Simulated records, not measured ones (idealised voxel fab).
Process module heading - voxel released beams
The cross-section shown here is cut; it is 240 nm wide and divided into square cells measuring 5 nm on a side.
Reading order for cross-sections: top band down to bottom band. Underlying form: a grid of square cells. Band size: one or more rows of cells. Heights first: top, then bottom, in nm. Then materials, left to right, each with a width in nm. "full width" on a single material: fills the band edge to edge. "empty": empty space. Counting heights begins at 0, where everything beneath is, in the wafer as received, one material. The lowest band has no bottom; it goes on downwards, as "from 0 down" shows. When a width is written as two numbers, as in "30 to 40", the first number is the width in the top row of cells of the band and the second is the width in its bottom row, and the width changes by the same amount from each row to the next. For the purposes of this document, the phrase "identical to before" attached to a step denotes that no cell within the cross-section was modified by that step. Each empty space that has no open way to the top and spans at least 8 cells appears under "Closed internal cavities" as width x height at distance, the distance counted from the left edge, all in nm. It should be noted that, on the line of a given step, the content following the step's settings is a remark produced by the simulator itself with respect to that step. "overlay nm" on a masked step: distance the mask lay right of its planned place, negative for left.
### Planned step list for the process
1,RECEIVE [material Si]
2,CONFORMAL_DEP [material SiN] [thk nm 5]
3,DIRECTIONAL_DEP [material SiO2] [thk nm 20]
4,DIRECTIONAL_DEP [material aC] [thk nm 10]
5,PATTERN [tone open] [mask id ANCHOR] [material resist] [width nm 40] [thk nm 25] [overlay nm 0]
6,DIRECTIONAL_ETCH [etch materials aC] [depth nm 10]
7,STRIP [etch materials resist]
8,DIRECTIONAL_ETCH [etch materials SiO2] [depth nm 20]
9,STRIP [etch materials aC]
10,CONFORMAL_DEP [material polySi] [thk nm 15]
11,DIRECTIONAL_DEP [material aC] [thk nm 10]
12,PATTERN [tone cover] [mask id BEAM] [material resist] [width nm 90] [thk nm 30] [overlay nm 0]
13,DIRECTIONAL_ETCH [etch materials aC] [depth nm 10]
14,STRIP [etch materials resist]
15,DIRECTIONAL_ETCH [etch materials polySi] [depth nm 15]
16,STRIP [etch materials aC]
17,STRIP [etch materials SiO2]
### Here's what the wafer looked like in cross-section when it arrived - that's after step 1
    from 0 down  Si full width
    Closed internal cavities: none
### End-of-module cross-section. Starting structure and process plan as above; one mistake made in running it
    from 40 to 25  70 nm empty | 30 nm polySi | 10 nm empty | 50 nm polySi | 80 nm empty
    from 25 to 20  85 nm empty | 15 nm polySi | 10 nm empty | 15 nm polySi | 115 nm empty
    from 20 to 5  85 nm empty | 40 nm polySi | 115 nm empty
    from 5 to 0  SiN full width
    from 0 down  Si full width
    Closed internal cavities: none
It is concluded that the wafer was processed incorrectly with respect to the plan, in that step 5 was run on a setting that differed from the plan, and what really ran there is PATTERN [tone open] [mask id ANCHOR] [material resist] [width nm 40] [thk nm 25] [overlay nm 10]
